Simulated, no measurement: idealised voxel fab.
process module | voxel ribs on slabs
cross-section cut | 290 nm wide | cells 5 nm
A cross-section is a grid of square cells, given in bands from the top down. A band is one or more rows of cells.
Each band's line starts with the height of the band's top and of its bottom, in nm. Then come its materials from left to right, each with its width in nm. One material with "throughout" fills the band from edge to edge. "air" is empty space.
Height 0 is the level under which the wafer as received is all one material. The lowest band goes on downwards, as in "0 down".
A width such as "30 to 40" changes by the same amount from each row of cells to the next, from the band's top row to its bottom row.
"no change" after a step means that no cell of the cross-section changed.
closed voids: empty space of 8 cells or more with no open way to the top, each as width x height at its distance from the left edge, in nm
after a step's settings: what the simulator itself notes on the step
overlay nm, on a step with a mask: how far to the right of its planned place the mask lay; to the left if negative
plan
1 op RECEIVE | material Si
2 op DIRECTIONAL_DEP | material SiO2 | thk nm 25
3 op DIRECTIONAL_DEP | material polySi | thk nm 20
4 op PATTERN | tone cover | mask id RIB | material resist | width nm 20 | thk nm 15 | overlay nm 0
5 op DIRECTIONAL_ETCH | etch materials polySi | depth nm 15
6 op STRIP | etch materials resist
7 op PATTERN | tone cover | mask id SLAB | material resist | width nm 80 | thk nm 15 | overlay nm 0
8 op DIRECTIONAL_ETCH | etch materials polySi | depth nm 5
9 op STRIP | etch materials resist
10 op FILL_DEP | material SiO2 | thk nm 15
11 op CMP | height nm 55
12 op DIRECTIONAL_DEP | material W | thk nm 10
13 op MASKED_ETCH | tone cover | mask id HEATER | width nm 30 | etch materials W | depth nm 10 | overlay nm 0
14 op CONFORMAL_DEP | material SiN | thk nm 5
as received, after step 1
  0 down: Si throughout
  closed voids: none
a wafer at the end: this start, this plan, one mistake
  70 to 65: air 125 | SiN 40 | air 125
  65 to 60: air 125 | SiN 5 | W 30 | SiN 5 | air 125
  60 to 55: SiN 130 | W 30 | SiN 130
  55 to 45: SiO2 135 to 105 | polySi 20 to 80 | SiO2 135 to 105
  45 to 25: polySi throughout
  25 to 0: SiO2 throughout
  0 down: Si throughout
  closed voids: none
what went wrong: step 3 was run twice
